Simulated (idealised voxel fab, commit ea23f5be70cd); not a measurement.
The following is a process module called voxel capacitor over wiring.
Square cell edge 5 nm, section width 175 nm, ID cut.
In this document a cross-section is written as a grid of square cells. It is given as a series of bands, listed from the top down, and a band is one or more rows of cells. Basically the band line says how high the top is and how high the bottom is, in nm, and then what's in it from left to right, every material with its width in nm. Empty space shows up as "air", and if a single material carries "throughout" it runs the full band edge to edge. Heights are reckoned from 0. Under this level, the received wafer is all of one material. The bottommost band is open-ended downward, for example "0 down". You'd read "30 to 40" like this: the band's top row of cells is as wide as the first number, its bottom row is as wide as the second, and going down, every row changes width by the same amount as the row before did. For the purposes of this document, the phrase "changes: none" attached to a step denotes that no cell within the cross-section was modified by that step. So "Closed-off voids" is basically the list of trapped voids: any empty space of 8 cells or more that can't reach the top through an opening. They're written width x height at distance, the distance being from the left edge, and it's all nm. On a step's line, text after the settings is the simulator commenting on that step. "overlay nm" answers the question of how far to the right of plan the mask lay on a step that has a mask, and when it is negative the answer is to the left. So the way this works: pairs, before and after one process step. The after picture only goes down to the lowest band that actually changed, nothing below. Step and its settings are under each pair. And watch out, pairs might come from different runs of this module, same starting wafer though, so a pair only follows on from the one above if its "State before step" entry tells you so.

### State before step
	110 to 90  air 40; resist 70; air 65
	90 to 80  air 40; resist 5; aC 60; resist 5; air 65
	80 to 75  air 40; aC 5; TiN 60; aC 5; air 65
	75 to 70  air 40; aC 5; Al2O3 60; aC 5; air 65
	70 to 60  TiN throughout
	60 to 40  lowk 45; Ru 15; lowk 115
	40 to 35  SiCN 45; Ru 15; SiCN 115
	35 to 20  SiO2 45; TiN 5; W 15; TiN 5; SiO2 55; TiN 5; W 15; TiN 5; SiO2 25
	20 to 15  SiCN 45; TiN 25; SiCN 55; TiN 25; SiCN 25
	15 to 0  SiO2 throughout
	0 down  Si throughout
	Closed-off voids: none

### Sectional View, Post-Process
	90 to 80  air 45; aC 60; air 70
	Heights below 80 show no change.
	Closed-off voids: none
The process step bridging the two cross-sections above: STRIP (etch materials resist)

State before step: For the state before this step, see the after cross-section of the pair located directly above.

### Sectional View, Post-Process
	90 to 80  air 45; aC 60; air 70
	80 to 75  air 40; aC 5; TiN 60; aC 5; air 65
	75 to 70  air 40; aC 5; Al2O3 60; aC 5; air 65
	70 to 60  air 40; TiN 70; air 65
	Heights below 60 show no change.
	Closed-off voids: none
The process step bridging the two cross-sections above: DIRECTIONAL_ETCH (etch materials TiN; depth nm 10)

State before step: For the state before this step, see the after cross-section of the pair located directly above.

### Sectional View, Post-Process
	80 to 75  air 45; TiN 60; air 70
	75 to 70  air 45; Al2O3 60; air 70
	Heights below 70 show no change.
	Closed-off voids: none
The process step bridging the two cross-sections above: STRIP (etch materials aC)

State before step: For the state before this step, see the after cross-section of the pair located directly above.

### Sectional View, Post-Process
	100 to 80  SiO2 throughout
	80 to 75  SiO2 45; TiN 60; SiO2 70
	75 to 70  SiO2 45; Al2O3 60; SiO2 70
	70 to 60  SiO2 40; TiN 70; SiO2 65
	Heights below 60 show no change.
	Closed-off voids: none
The process step bridging the two cross-sections above: FILL_DEP (material SiO2; thk nm 20)

State before step: For the state before this step, see the after cross-section of the pair located directly above.

### Sectional View, Post-Process
	95 to 80  SiO2 throughout
	Heights below 80 show no change.
	Closed-off voids: none
The process step bridging the two cross-sections above: CMP (height nm 95)

State before step: For the state before this step, see the after cross-section of the pair located directly above.

### Sectional View, Post-Process
	95 to 80  SiO2 55; air 15; SiO2 105
	Heights below 80 show no change.
	Closed-off voids: none
The process step bridging the two cross-sections above: MASKED_ETCH (tone open; mask id PLUG_2; width nm 15; etch materials SiO2; depth nm 15; overlay nm 0)

State before step: For the state before this step, see the after cross-section of the pair located directly above.

### Sectional View, Post-Process
	100 to 95  TiN 60; air 5; TiN 110
	95 to 85  SiO2 55; TiN 5; air 5; TiN 5; SiO2 105
	85 to 75  SiO2 55 to 45; TiN 15 to 60; SiO2 105 to 70
	Heights below 75 show no change.
	Closed-off voids: none
The process step bridging the two cross-sections above: CONFORMAL_DEP (material TiN; thk nm 5)

State before step: For the state before this step, see the after cross-section of the pair located directly above.

### Sectional View, Post-Process
	105 to 100  Ru throughout
	100 to 95  TiN 60; Ru 5; TiN 110
	95 to 85  SiO2 55; TiN 5; Ru 5; TiN 5; SiO2 105
	Heights below 85 show no change.
	Closed-off voids: none
The process step bridging the two cross-sections above: FILL_DEP (material Ru; thk nm 5)

State before step: For the state before this step, see the after cross-section of the pair located directly above.

### Sectional View, Post-Process
	95 to 85  SiO2 55; TiN 5; Ru 5; TiN 5; SiO2 105
	Heights below 85 show no change.
	Closed-off voids: none
The process step bridging the two cross-sections above: CMP (height nm 95)

State before step: For the state before this step, see the after cross-section of the pair located directly above.

### Sectional View, Post-Process
	100 to 95  SiCN throughout
	Heights below 95 show no change.
	Closed-off voids: none
The process step bridging the two cross-sections above: CONFORMAL_DEP (material SiCN; thk nm 5)

### State before step
	40 to 35  TiN 40; air 15; TiN 65; air 15; TiN 40
	35 to 20  SiO2 35; TiN 5; air 15; TiN 5; SiO2 55; TiN 5; air 15; TiN 5; SiO2 35
	20 to 15  SiCN 35; TiN 25; SiCN 55; TiN 25; SiCN 35
	15 to 0  SiO2 throughout
	0 down  Si throughout
	Closed-off voids: none

### Sectional View, Post-Process
	50 to 40  aC throughout
	40 to 35  TiN 40; aC 15; TiN 65; aC 15; TiN 40
	35 to 20  SiO2 35; TiN 5; aC 15; TiN 5; SiO2 55; TiN 5; aC 15; TiN 5; SiO2 35
	Heights below 20 show no change.
	Closed-off voids: none
The process step bridging the two cross-sections above: FILL_DEP (material aC; thk nm 10)

State before step: For the state before this step, see the after cross-section of the pair located directly above.

### Sectional View, Post-Process
	35 to 20  SiO2 35; TiN 5; aC 15; TiN 5; SiO2 55; TiN 5; aC 15; TiN 5; SiO2 35
	Heights below 20 show no change.
	Closed-off voids: none
The process step bridging the two cross-sections above: CMP (height nm 35)

State before step: For the state before this step, see the after cross-section of the pair located directly above.

### Sectional View, Post-Process
	40 to 35  SiCN throughout
	Heights below 35 show no change.
	Closed-off voids: none
The process step bridging the two cross-sections above: CONFORMAL_DEP (material SiCN; thk nm 5)

State before step: For the state before this step, see the after cross-section of the pair located directly above.

### Sectional View, Post-Process
	60 to 40  lowk throughout
	Heights below 40 show no change.
	Closed-off voids: none
The process step bridging the two cross-sections above: DIRECTIONAL_DEP (material lowk; thk nm 20)

State before step: For the state before this step, see the after cross-section of the pair located directly above.

### Sectional View, Post-Process
	75 to 60  aC throughout
	Heights below 60 show no change.
	Closed-off voids: none
The process step bridging the two cross-sections above: DIRECTIONAL_DEP (material aC; thk nm 15)

State before step: For the state before this step, see the after cross-section of the pair located directly above.

### Sectional View, Post-Process
	110 to 75  resist 45; air 15; resist 115
	Heights below 75 show no change.
	Closed-off voids: none
The process step bridging the two cross-sections above: PATTERN (tone open; mask id PLUG_1; material resist; width nm 15; thk nm 35; overlay nm 0)

State before step: For the state before this step, see the after cross-section of the pair located directly above.

### Sectional View, Post-Process
	95 to 75  resist 45; air 15; resist 115
	75 to 60  aC 45; air 15; aC 115
	Heights below 60 show no change.
	Closed-off voids: none
The process step bridging the two cross-sections above: DIRECTIONAL_ETCH (etch materials aC; depth nm 15)

State before step: For the state before this step, see the after cross-section of the pair located directly above.

### Sectional View, Post-Process
	75 to 60  aC 45; air 15; aC 115
	Heights below 60 show no change.
	Closed-off voids: none
The process step bridging the two cross-sections above: STRIP (etch materials resist)

State before step: For the state before this step, see the after cross-section of the pair located directly above.

### Sectional View, Post-Process
	75 to 60  aC 45; air 15; aC 115
	60 to 40  lowk 45; air 15; lowk 115
	Heights below 40 show no change.
	Closed-off voids: none
The process step bridging the two cross-sections above: DIRECTIONAL_ETCH (etch materials lowk; depth nm 20)

State before step: For the state before this step, see the after cross-section of the pair located directly above.

### Sectional View, Post-Process
	75 to 60  aC 45; air 15; aC 115
	60 to 40  lowk 45; air 15; lowk 115
	40 to 35  SiCN 45; air 15; SiCN 115
	Heights below 35 show no change.
	Closed-off voids: none
The process step bridging the two cross-sections above: DIRECTIONAL_ETCH (etch materials SiCN; depth nm 5)

State before step: For the state before this step, see the after cross-section of the pair located directly above.

### Sectional View, Post-Process
	60 to 40  lowk 45; air 15; lowk 115
	40 to 35  SiCN 45; air 15; SiCN 115
	35 to 20  SiO2 35; TiN 5; air 15; TiN 5; SiO2 55; TiN 5; aC 15; TiN 5; SiO2 35
	Heights below 20 show no change.
	Closed-off voids: none
The process step bridging the two cross-sections above: STRIP (etch materials aC)

State before step: For the state before this step, see the after cross-section of the pair located directly above.

### Sectional View, Post-Process
	60 to 45  lowk 45; air 15; lowk 115
	45 to 40  lowk 45; Ru 15; lowk 115
	40 to 35  SiCN 45; Ru 15; SiCN 115
	35 to 20  SiO2 35; TiN 5; Ru 15; TiN 5; SiO2 55; TiN 5; aC 15; TiN 5; SiO2 35
	Heights below 20 show no change.
	Closed-off voids: none
The process step bridging the two cross-sections above: EPI (material Ru; thk nm 10)

State before step: For the state before this step, see the after cross-section of the pair located directly above.

### Sectional View, Post-Process
	60 to 55  lowk 45; air 15; lowk 115
	55 to 40  lowk 45; Ru 15; lowk 115
	Heights below 40 show no change.
	Closed-off voids: none
The process step bridging the two cross-sections above: EPI (material Ru; thk nm 10)

State before step: For the state before this step, see the after cross-section of the pair located directly above.

### Sectional View, Post-Process
	60 to 40  lowk 45; Ru 15; lowk 115
	Heights below 40 show no change.
	Closed-off voids: none
The process step bridging the two cross-sections above: EPI (material Ru; thk nm 5)

State before step: For the state before this step, see the after cross-section of the pair located directly above.

### Sectional View, Post-Process
	70 to 60  TiN throughout
	Heights below 60 show no change.
	Closed-off voids: none
The process step bridging the two cross-sections above: DIRECTIONAL_DEP (material TiN; thk nm 10)

State before step: For the state before this step, see the after cross-section of the pair located directly above.

### Sectional View, Post-Process
	75 to 70  Al2O3 throughout
	Heights below 70 show no change.
	Closed-off voids: none
The process step bridging the two cross-sections above: DIRECTIONAL_DEP (material Al2O3; thk nm 5)

State before step: For the state before this step, see the after cross-section of the pair located directly above.

### Sectional View, Post-Process
	80 to 75  TiN throughout
	Heights below 75 show no change.
	Closed-off voids: none
The process step bridging the two cross-sections above: DIRECTIONAL_DEP (material TiN; thk nm 5)

State before step: For the state before this step, see the after cross-section of the pair located directly above.

### Sectional View, Post-Process
	100 to 80  air 45; resist 60; air 70
	Heights below 80 show no change.
	Closed-off voids: none
The process step bridging the two cross-sections above: PATTERN (tone cover; mask id UPPER_PLATE; material resist; width nm 60; thk nm 20; overlay nm 0)

State before step: For the state before this step, see the after cross-section of the pair located directly above.

### Sectional View, Post-Process
	100 to 80  air 45; resist 60; air 70
	80 to 75  air 45; TiN 60; air 70
	Heights below 75 show no change.
	Closed-off voids: none
The process step bridging the two cross-sections above: DIRECTIONAL_ETCH (etch materials TiN; depth nm 5)

State before step: For the state before this step, see the after cross-section of the pair located directly above.

### Sectional View, Post-Process
	100 to 80  air 45; resist 60; air 70
	80 to 75  air 45; TiN 60; air 70
	75 to 70  air 45; Al2O3 60; air 70
	Heights below 70 show no change.
	Closed-off voids: none
The process step bridging the two cross-sections above: DIRECTIONAL_ETCH (etch materials Al2O3; depth nm 5)

State before step: For the state before this step, see the after cross-section of the pair located directly above.

### Sectional View, Post-Process
	80 to 75  air 45; TiN 60; air 70
	Heights below 75 show no change.
	Closed-off voids: none
The process step bridging the two cross-sections above: STRIP (etch materials resist)

State before step: For the state before this step, see the after cross-section of the pair located directly above.

### Sectional View, Post-Process
	90 to 80  air 45; aC 60; air 70
	80 to 75  aC 45; TiN 60; aC 70
	75 to 70  aC 45; Al2O3 60; aC 70
	Heights below 70 show no change.
	Closed-off voids: none
The process step bridging the two cross-sections above: DIRECTIONAL_DEP (material aC; thk nm 10)

State before step: For the state before this step, see the after cross-section of the pair located directly above.

### Sectional View, Post-Process
	120 to 90  air 40; resist 70; air 65
	90 to 80  air 40; resist 5; aC 60; resist 5; air 65
	Heights below 80 show no change.
	Closed-off voids: none
The process step bridging the two cross-sections above: PATTERN (tone cover; mask id LOWER_PLATE; material resist; width nm 70; thk nm 30; overlay nm 0)

State before step: For the state before this step, see the after cross-section of the pair located directly above.

### Sectional View, Post-Process
	110 to 90  air 40; resist 70; air 65
	90 to 80  air 40; resist 5; aC 60; resist 5; air 65
	80 to 75  air 40; aC 5; TiN 60; aC 5; air 65
	75 to 70  air 40; aC 5; Al2O3 60; aC 5; air 65
	Heights below 70 show no change.
	Closed-off voids: none
The process step bridging the two cross-sections above: DIRECTIONAL_ETCH (etch materials aC; depth nm 10)

State before step: For the state before this step, see the after cross-section of the pair located directly above.

### Sectional View, Post-Process
	90 to 80  air 45; aC 60; air 70
	Heights below 80 show no change.
	Closed-off voids: none
The process step bridging the two cross-sections above: STRIP (etch materials resist)

State before step: For the state before this step, see the after cross-section of the pair located directly above.

### Sectional View, Post-Process
	90 to 80  air 45; aC 60; air 70
	80 to 75  air 40; aC 5; TiN 60; aC 5; air 65
	75 to 70  air 40; aC 5; Al2O3 60; aC 5; air 65
	70 to 60  air 40; TiN 70; air 65
	Heights below 60 show no change.
	Closed-off voids: none
The process step bridging the two cross-sections above: DIRECTIONAL_ETCH (etch materials TiN; depth nm 10)

State before step: For the state before this step, see the after cross-section of the pair located directly above.

### Sectional View, Post-Process
	80 to 75  air 45; TiN 60; air 70
	75 to 70  air 45; Al2O3 60; air 70
	Heights below 70 show no change.
	Closed-off voids: none
The process step bridging the two cross-sections above: STRIP (etch materials aC)

State before step: For the state before this step, see the after cross-section of the pair located directly above.

### Sectional View, Post-Process
	100 to 80  SiO2 throughout
	80 to 75  SiO2 45; TiN 60; SiO2 70
	75 to 70  SiO2 45; Al2O3 60; SiO2 70
	70 to 60  SiO2 40; TiN 70; SiO2 65
	Heights below 60 show no change.
	Closed-off voids: none
The process step bridging the two cross-sections above: FILL_DEP (material SiO2; thk nm 20)

State before step: For the state before this step, see the after cross-section of the pair located directly above.

### Sectional View, Post-Process
	95 to 80  SiO2 throughout
	Heights below 80 show no change.
	Closed-off voids: none
The process step bridging the two cross-sections above: CMP (height nm 95)

State before step: For the state before this step, see the after cross-section of the pair located directly above.

### Sectional View, Post-Process
	95 to 80  SiO2 55; air 15; SiO2 105
	Heights below 80 show no change.
	Closed-off voids: none
The process step bridging the two cross-sections above: MASKED_ETCH (tone open; mask id PLUG_2; width nm 15; etch materials SiO2; depth nm 15; overlay nm 0)

State before step: For the state before this step, see the after cross-section of the pair located directly above.

### Sectional View, Post-Process
	100 to 95  TiN 60; air 5; TiN 110
	95 to 85  SiO2 55; TiN 5; air 5; TiN 5; SiO2 105
	85 to 75  SiO2 55 to 45; TiN 15 to 60; SiO2 105 to 70
	Heights below 75 show no change.
	Closed-off voids: none
The process step bridging the two cross-sections above: CONFORMAL_DEP (material TiN; thk nm 5)

State before step: For the state before this step, see the after cross-section of the pair located directly above.

### Sectional View, Post-Process
	105 to 100  Ru throughout
	100 to 95  TiN 60; Ru 5; TiN 110
	95 to 85  SiO2 55; TiN 5; Ru 5; TiN 5; SiO2 105
	Heights below 85 show no change.
	Closed-off voids: none
The process step bridging the two cross-sections above: FILL_DEP (material Ru; thk nm 5)

State before step: For the state before this step, see the after cross-section of the pair located directly above.

### Sectional View, Post-Process
	95 to 85  SiO2 55; TiN 5; Ru 5; TiN 5; SiO2 105
	Heights below 85 show no change.
	Closed-off voids: none
The process step bridging the two cross-sections above: CMP (height nm 95)

State before step: For the state before this step, see the after cross-section of the pair located directly above.

### Sectional View, Post-Process
	100 to 95  SiCN throughout
	Heights below 95 show no change.
	Closed-off voids: none
The process step bridging the two cross-sections above: CONFORMAL_DEP (material SiCN; thk nm 5)

### State before step
	35 to 20  SiO2 throughout
	20 to 15  SiCN throughout
	15 to 0  SiO2 throughout
	0 down  Si throughout
	Closed-off voids: none

### Sectional View, Post-Process
	55 to 35  air 35; resist 25; air 55; resist 25; air 35
	Heights below 35 show no change.
	Closed-off voids: none
The process step bridging the two cross-sections above: PATTERN (tone cover; mask id METAL_1; material resist; width nm 25; pitch nm 80; thk nm 20; overlay nm 0)

State before step: For the state before this step, see the after cross-section of the pair located directly above.

### Sectional View, Post-Process
	55 to 35  air 35; resist 25; air 55; resist 25; air 35
	35 to 20  air 35; SiO2 25; air 55; SiO2 25; air 35
	Heights below 20 show no change.
	Closed-off voids: none
The process step bridging the two cross-sections above: DIRECTIONAL_ETCH (etch materials SiO2; depth nm 15)

State before step: For the state before this step, see the after cross-section of the pair located directly above.

### Sectional View, Post-Process
	55 to 35  air 35; resist 25; air 55; resist 25; air 35
	35 to 20  air 35; SiO2 25; air 55; SiO2 25; air 35
	20 to 15  air 35; SiCN 25; air 55; SiCN 25; air 35
	Heights below 15 show no change.
	Closed-off voids: none
The process step bridging the two cross-sections above: DIRECTIONAL_ETCH (etch materials SiCN; depth nm 5)

State before step: For the state before this step, see the after cross-section of the pair located directly above.

### Sectional View, Post-Process
	35 to 20  air 35; SiO2 25; air 55; SiO2 25; air 35
	Heights below 20 show no change.
	Closed-off voids: none
The process step bridging the two cross-sections above: STRIP (etch materials resist)

State before step: For the state before this step, see the after cross-section of the pair located directly above.

### Sectional View, Post-Process
	40 to 35  air 30; TiN 35; air 45; TiN 35; air 30
	35 to 20  air 30; TiN 5; SiO2 25; TiN 5; air 45; TiN 5; SiO2 25; TiN 5; air 30
	20 to 15  TiN 35; SiCN 25; TiN 55; SiCN 25; TiN 35
	Heights below 15 show no change.
	Closed-off voids: none
The process step bridging the two cross-sections above: CONFORMAL_DEP (material TiN; thk nm 5)

State before step: For the state before this step, see the after cross-section of the pair located directly above.

### Sectional View, Post-Process
	50 to 40  W throughout
	40 to 35  W 30; TiN 35; W 45; TiN 35; W 30
	35 to 20  W 30; TiN 5; SiO2 25; TiN 5; W 45; TiN 5; SiO2 25; TiN 5; W 30
	Heights below 20 show no change.
	Closed-off voids: none
The process step bridging the two cross-sections above: FILL_DEP (material W; thk nm 10)

State before step: For the state before this step, see the after cross-section of the pair located directly above.

### Sectional View, Post-Process
	35 to 20  W 30; TiN 5; SiO2 25; TiN 5; W 45; TiN 5; SiO2 25; TiN 5; W 30
	Heights below 20 show no change.
	Closed-off voids: none
The process step bridging the two cross-sections above: CMP (height nm 35)

State before step: For the state before this step, see the after cross-section of the pair located directly above.

### Sectional View, Post-Process
	40 to 35  SiCN throughout
	Heights below 35 show no change.
	Closed-off voids: none
The process step bridging the two cross-sections above: CONFORMAL_DEP (material SiCN; thk nm 5)

State before step: For the state before this step, see the after cross-section of the pair located directly above.

### Sectional View, Post-Process
	60 to 40  lowk throughout
	Heights below 40 show no change.
	Closed-off voids: none
The process step bridging the two cross-sections above: DIRECTIONAL_DEP (material lowk; thk nm 20)

State before step: For the state before this step, see the after cross-section of the pair located directly above.

### Sectional View, Post-Process
	75 to 60  aC throughout
	Heights below 60 show no change.
	Closed-off voids: none
The process step bridging the two cross-sections above: DIRECTIONAL_DEP (material aC; thk nm 15)

State before step: For the state before this step, see the after cross-section of the pair located directly above.

### Sectional View, Post-Process
	110 to 75  resist 45; air 15; resist 115
	Heights below 75 show no change.
	Closed-off voids: none
The process step bridging the two cross-sections above: PATTERN (tone open; mask id PLUG_1; material resist; width nm 15; thk nm 35; overlay nm 0)

State before step: For the state before this step, see the after cross-section of the pair located directly above.

### Sectional View, Post-Process
	95 to 75  resist 45; air 15; resist 115
	75 to 60  aC 45; air 15; aC 115
	Heights below 60 show no change.
	Closed-off voids: none
The process step bridging the two cross-sections above: DIRECTIONAL_ETCH (etch materials aC; depth nm 15)

State before step: For the state before this step, see the after cross-section of the pair located directly above.

### Sectional View, Post-Process
	75 to 60  aC 45; air 15; aC 115
	Heights below 60 show no change.
	Closed-off voids: none
The process step bridging the two cross-sections above: STRIP (etch materials resist)

State before step: For the state before this step, see the after cross-section of the pair located directly above.

### Sectional View, Post-Process
	75 to 60  aC 45; air 15; aC 115
	60 to 40  lowk 45; air 15; lowk 115
	Heights below 40 show no change.
	Closed-off voids: none
The process step bridging the two cross-sections above: DIRECTIONAL_ETCH (etch materials lowk; depth nm 20)

State before step: For the state before this step, see the after cross-section of the pair located directly above.

### Sectional View, Post-Process
	75 to 60  aC 45; air 15; aC 115
	60 to 40  lowk 45; air 15; lowk 115
	40 to 35  SiCN 45; air 15; SiCN 115
	Heights below 35 show no change.
	Closed-off voids: none
The process step bridging the two cross-sections above: DIRECTIONAL_ETCH (etch materials SiCN; depth nm 5)

State before step: For the state before this step, see the after cross-section of the pair located directly above.

### Sectional View, Post-Process
	60 to 40  lowk 45; air 15; lowk 115
	Heights below 40 show no change.
	Closed-off voids: none
The process step bridging the two cross-sections above: STRIP (etch materials aC)

State before step: For the state before this step, see the after cross-section of the pair located directly above.

### Sectional View, Post-Process
	70 to 60  TiN 45; air 15; TiN 115
	60 to 45  lowk 45; air 15; lowk 115
	45 to 40  lowk 45; TiN 15; lowk 115
	40 to 35  SiCN 45; TiN 15; SiCN 115
	Heights below 35 show no change.
	Closed-off voids: none
The process step bridging the two cross-sections above: DIRECTIONAL_DEP (material TiN; thk nm 10)

State before step: For the state before this step, see the after cross-section of the pair located directly above.

### Sectional View, Post-Process
	75 to 70  Al2O3 45; air 15; Al2O3 115
	70 to 60  TiN 45; air 15; TiN 115
	60 to 50  lowk 45; air 15; lowk 115
	50 to 45  lowk 45; Al2O3 15; lowk 115
	Heights below 45 show no change.
	Closed-off voids: none
The process step bridging the two cross-sections above: DIRECTIONAL_DEP (material Al2O3; thk nm 5)

State before step: For the state before this step, see the after cross-section of the pair located directly above.

### Sectional View, Post-Process
	80 to 75  TiN 45; air 15; TiN 115
	75 to 70  Al2O3 45; air 15; Al2O3 115
	70 to 60  TiN 45; air 15; TiN 115
	60 to 55  lowk 45; air 15; lowk 115
	55 to 50  lowk 45; TiN 15; lowk 115
	Heights below 50 show no change.
	Closed-off voids: none
The process step bridging the two cross-sections above: DIRECTIONAL_DEP (material TiN; thk nm 5)

State before step: For the state before this step, see the after cross-section of the pair located directly above.

### Sectional View, Post-Process
	100 to 80  air 45; resist 60; air 70
	80 to 75  TiN 45; resist 15; TiN 115
	75 to 70  Al2O3 45; resist 15; Al2O3 115
	70 to 60  TiN 45; resist 15; TiN 115
	60 to 55  lowk 45; resist 15; lowk 115
	Heights below 55 show no change.
	Closed-off voids: none
The process step bridging the two cross-sections above: PATTERN (tone cover; mask id UPPER_PLATE; material resist; width nm 60; thk nm 20; overlay nm 0)

State before step: For the state before this step, see the after cross-section of the pair located directly above.

### Sectional View, Post-Process
	100 to 80  air 45; resist 60; air 70
	80 to 75  air 45; resist 15; TiN 45; air 70
	Heights below 75 show no change.
	Closed-off voids: none
The process step bridging the two cross-sections above: DIRECTIONAL_ETCH (etch materials TiN; depth nm 5)

State before step: For the state before this step, see the after cross-section of the pair located directly above.

### Sectional View, Post-Process
	100 to 80  air 45; resist 60; air 70
	80 to 75  air 45; resist 15; TiN 45; air 70
	75 to 70  air 45; resist 15; Al2O3 45; air 70
	Heights below 70 show no change.
	Closed-off voids: none
The process step bridging the two cross-sections above: DIRECTIONAL_ETCH (etch materials Al2O3; depth nm 5)

State before step: For the state before this step, see the after cross-section of the pair located directly above.

### Sectional View, Post-Process
	80 to 75  air 60; TiN 45; air 70
	75 to 70  air 60; Al2O3 45; air 70
	70 to 60  TiN 45; air 15; TiN 115
	60 to 55  lowk 45; air 15; lowk 115
	Heights below 55 show no change.
	Closed-off voids: none
The process step bridging the two cross-sections above: STRIP (etch materials resist)

State before step: For the state before this step, see the after cross-section of the pair located directly above.

### Sectional View, Post-Process
	90 to 80  air 60; aC 45; air 70
	80 to 75  aC 45; air 15; TiN 45; aC 70
	75 to 70  aC 45; air 15; Al2O3 45; aC 70
	70 to 65  TiN 45; air 15; TiN 115
	65 to 60  TiN 45; aC 15; TiN 115
	60 to 55  lowk 45; aC 15; lowk 115
	Heights below 55 show no change.
	Closed-off voids: none
The process step bridging the two cross-sections above: DIRECTIONAL_DEP (material aC; thk nm 10)

State before step: For the state before this step, see the after cross-section of the pair located directly above.

### Sectional View, Post-Process
	120 to 90  air 40; resist 70; air 65
	90 to 80  air 40; resist 20; aC 45; resist 5; air 65
	80 to 75  aC 45; resist 15; TiN 45; aC 70
	75 to 70  aC 45; resist 15; Al2O3 45; aC 70
	70 to 65  TiN 45; resist 15; TiN 115
	Heights below 65 show no change.
	Closed-off voids: none
The process step bridging the two cross-sections above: PATTERN (tone cover; mask id LOWER_PLATE; material resist; width nm 70; thk nm 30; overlay nm 0)

State before step: For the state before this step, see the after cross-section of the pair located directly above.

### Sectional View, Post-Process
	110 to 90  air 40; resist 70; air 65
	90 to 80  air 40; resist 20; aC 45; resist 5; air 65
	80 to 75  air 40; aC 5; resist 15; TiN 45; aC 5; air 65
	75 to 70  air 40; aC 5; resist 15; Al2O3 45; aC 5; air 65
	Heights below 70 show no change.
	Closed-off voids: none
The process step bridging the two cross-sections above: DIRECTIONAL_ETCH (etch materials aC; depth nm 10)

State before step: For the state before this step, see the after cross-section of the pair located directly above.

### Sectional View, Post-Process
	90 to 80  air 60; aC 45; air 70
	80 to 75  air 40; aC 5; air 15; TiN 45; aC 5; air 65
	75 to 70  air 40; aC 5; air 15; Al2O3 45; aC 5; air 65
	70 to 65  TiN 45; air 15; TiN 115
	Heights below 65 show no change.
	Closed-off voids: none
The process step bridging the two cross-sections above: STRIP (etch materials resist)

State before step: For the state before this step, see the after cross-section of the pair located directly above.

### Sectional View, Post-Process
	90 to 80  air 60; aC 45; air 70
	80 to 75  air 40; aC 5; air 15; TiN 45; aC 5; air 65
	75 to 70  air 40; aC 5; air 15; Al2O3 45; aC 5; air 65
	70 to 65  air 40; TiN 5; air 15; TiN 50; air 65
	65 to 60  air 40; TiN 5; aC 15; TiN 50; air 65
	Heights below 60 show no change.
	Closed-off voids: none
The process step bridging the two cross-sections above: DIRECTIONAL_ETCH (etch materials TiN; depth nm 10)

State before step: For the state before this step, see the after cross-section of the pair located directly above.

### Sectional View, Post-Process
	80 to 75  air 60; TiN 45; air 70
	75 to 70  air 60; Al2O3 45; air 70
	70 to 60  air 40; TiN 5; air 15; TiN 50; air 65
	60 to 55  lowk 45; air 15; lowk 115
	Heights below 55 show no change.
	Closed-off voids: none
The process step bridging the two cross-sections above: STRIP (etch materials aC)

State before step: For the state before this step, see the after cross-section of the pair located directly above.

### Sectional View, Post-Process
	100 to 80  SiO2 throughout
	80 to 75  SiO2 60; TiN 45; SiO2 70
	75 to 70  SiO2 60; Al2O3 45; SiO2 70
	70 to 60  SiO2 40; TiN 5; SiO2 15; TiN 50; SiO2 65
	60 to 55  lowk 45; SiO2 15; lowk 115
	Heights below 55 show no change.
	Closed-off voids: none
The process step bridging the two cross-sections above: FILL_DEP (material SiO2; thk nm 20)

State before step: For the state before this step, see the after cross-section of the pair located directly above.

### Sectional View, Post-Process
	95 to 80  SiO2 throughout
	Heights below 80 show no change.
	Closed-off voids: none
The process step bridging the two cross-sections above: CMP (height nm 95)

State before step: For the state before this step, see the after cross-section of the pair located directly above.

### Sectional View, Post-Process
	95 to 80  SiO2 55; air 15; SiO2 105
	Heights below 80 show no change.
	Closed-off voids: none
The process step bridging the two cross-sections above: MASKED_ETCH (tone open; mask id PLUG_2; width nm 15; etch materials SiO2; depth nm 15; overlay nm 0)

State before step: For the state before this step, see the after cross-section of the pair located directly above.

### Sectional View, Post-Process
	100 to 95  TiN 60; air 5; TiN 110
	95 to 85  SiO2 55; TiN 5; air 5; TiN 5; SiO2 105
	85 to 75  SiO2 55 to 60; TiN 15 to 45; SiO2 105 to 70
	Heights below 75 show no change.
	Closed-off voids: none
The process step bridging the two cross-sections above: CONFORMAL_DEP (material TiN; thk nm 5)

State before step: For the state before this step, see the after cross-section of the pair located directly above.

### Sectional View, Post-Process
	105 to 100  Ru throughout
	100 to 95  TiN 60; Ru 5; TiN 110
	95 to 85  SiO2 55; TiN 5; Ru 5; TiN 5; SiO2 105
	Heights below 85 show no change.
	Closed-off voids: none
The process step bridging the two cross-sections above: FILL_DEP (material Ru; thk nm 5)

State before step: For the state before this step, see the after cross-section of the pair located directly above.

### Sectional View, Post-Process
	95 to 85  SiO2 55; TiN 5; Ru 5; TiN 5; SiO2 105
	Heights below 85 show no change.
	Closed-off voids: none
The process step bridging the two cross-sections above: CMP (height nm 95)

State before step: For the state before this step, see the after cross-section of the pair located directly above.

### Sectional View, Post-Process
	100 to 95  SiCN throughout
	Heights below 95 show no change.
	Closed-off voids: none
The process step bridging the two cross-sections above: CONFORMAL_DEP (material SiCN; thk nm 5)
